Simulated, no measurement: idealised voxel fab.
This section sets out a process module, namely voxel wiring stack.
Cross-section cut spans 260 nm and uses square cells 5 nm in size.
If you're reading a cross-section in this doc, picture square cells in a grid; it comes to you as bands, top ones listed first down to the bottom, and a band can be one or more rows of cells. Within each band entry, the heights of the top and of the bottom of the band appear first, in that order and in nm; the materials of the band then follow from left to right, each with its corresponding width in nm. The designation "everywhere" on a single material indicates that it fills the band from edge to edge; the designation "air" indicates empty space. Height datum 0, below which the as-received substrate wafer is one material. Lowest band open at the bottom, running downward: "0 down". You'd read "30->40" like this: the band's top row of cells is as wide as the first number, its bottom row is as wide as the second, and going down, every row changes width by the same amount as the row before did. Where the words "nothing different" appear for a step, the cross-section shows no cell changed by that step; every cell remained as before. This entry, "Trapped voids", enumerates those empty regions of no fewer than 8 cells that possess no open connection to the top. Each region is reported in the form width x height at distance, the distance being taken from the left edge, with all three quantities expressed in nm. Text after the settings on a step's line: the simulator's own remark on that step. You can add "overlay nm" to a step's line. For a step with a mask, it describes how far the mask lay to the right of its planned position, and a negative number describes a lay to the left.
Listed below are the process steps as planned
step 1: RECEIVE (material Si)
step 2: CONFORMAL_DEP (material SiO2; thk nm 5)
step 3: CONFORMAL_DEP (material SiN; thk nm 5)
step 4: DIRECTIONAL_DEP (material lowk; thk nm 15)
step 5: MASKED_ETCH (tone open; mask id METAL_1; width nm 25; pitch nm 50; etch materials lowk; depth nm 15; overlay nm 0)
step 6: MASKED_ETCH (tone open; mask id METAL_1; width nm 25; pitch nm 50; etch materials SiN; depth nm 5; overlay nm 0)
step 7: CONFORMAL_DEP (material TiN; thk nm 5)
step 8: FILL_DEP (material W; thk nm 10)
step 9: CMP (height nm 35)
step 10: EPI (material Ru; thk nm 5)
step 11: FILL_DEP (material SiCN; thk nm 5)
step 12: DIRECTIONAL_DEP (material lowk; thk nm 35)
step 13: PATTERN (tone open; mask id METAL_2_HOLES; material resist; width nm 15; thk nm 15; overlay nm 0)
step 14: DIRECTIONAL_ETCH (etch materials lowk; depth nm 35)
step 15: STRIP (etch materials resist)
step 16: DIRECTIONAL_DEP (material aC; thk nm 15)
step 17: PATTERN (tone open; mask id METAL_2; material resist; width nm 25; pitch nm 50; thk nm 35; overlay nm 0)
step 18: DIRECTIONAL_ETCH (etch materials aC; depth nm 15)
step 19: STRIP (etch materials resist)
step 20: DIRECTIONAL_ETCH (etch materials lowk; depth nm 20)
step 21: DIRECTIONAL_ETCH (etch materials SiCN; depth nm 5)
step 22: STRIP (etch materials aC)
step 23: CONFORMAL_DEP (material TiN; thk nm 5)
step 24: FILL_DEP (material Cu; thk nm 5)
step 25: CMP (height nm 80)
step 26: CONFORMAL_DEP (material SiCN; thk nm 5)
Across this set of wafers, the varied parameter is the thk nm of step 2. Starting conditions are identical for every wafer, and the plan reports the value assigned to the first wafer.
Cross-section of the first of several wafers on receipt, reflecting completion of step 1
- 0 down: Si everywhere
- Trapped voids: none
Each row below is a wafer at the end of the module, listing for every material the number of cells it has gained (+) or lost (-) since it was received, followed by its closed voids
thk nm 5, +22 Cu, +52 Ru, +101 SiCN, +42 SiN, +52 SiO2, +98 TiN, +76 W, +441 lowk, Trapped voids: none
thk nm 10, +22 Cu, +52 Ru, +101 SiCN, +42 SiN, +104 SiO2, +98 TiN, +24 W, +441 lowk, Trapped voids: none
thk nm 15, +22 Cu, +14 Ru, +139 SiCN, +42 SiN, +156 SiO2, +52 TiN, +18 W, +441 lowk, Trapped voids: none
thk nm 20, +22 Cu, +14 Ru, +139 SiCN, +42 SiN, +208 SiO2, +48 TiN, +12 W, +399 lowk, Trapped voids: none
thk nm 25, +22 Cu, +14 Ru, +139 SiCN, +42 SiN, +260 SiO2, +44 TiN, +6 W, +357 lowk, Trapped voids: none
thk nm 30, +22 Cu, +14 Ru, +139 SiCN, +42 SiN, +312 SiO2, +40 TiN, +315 lowk, Trapped voids: none
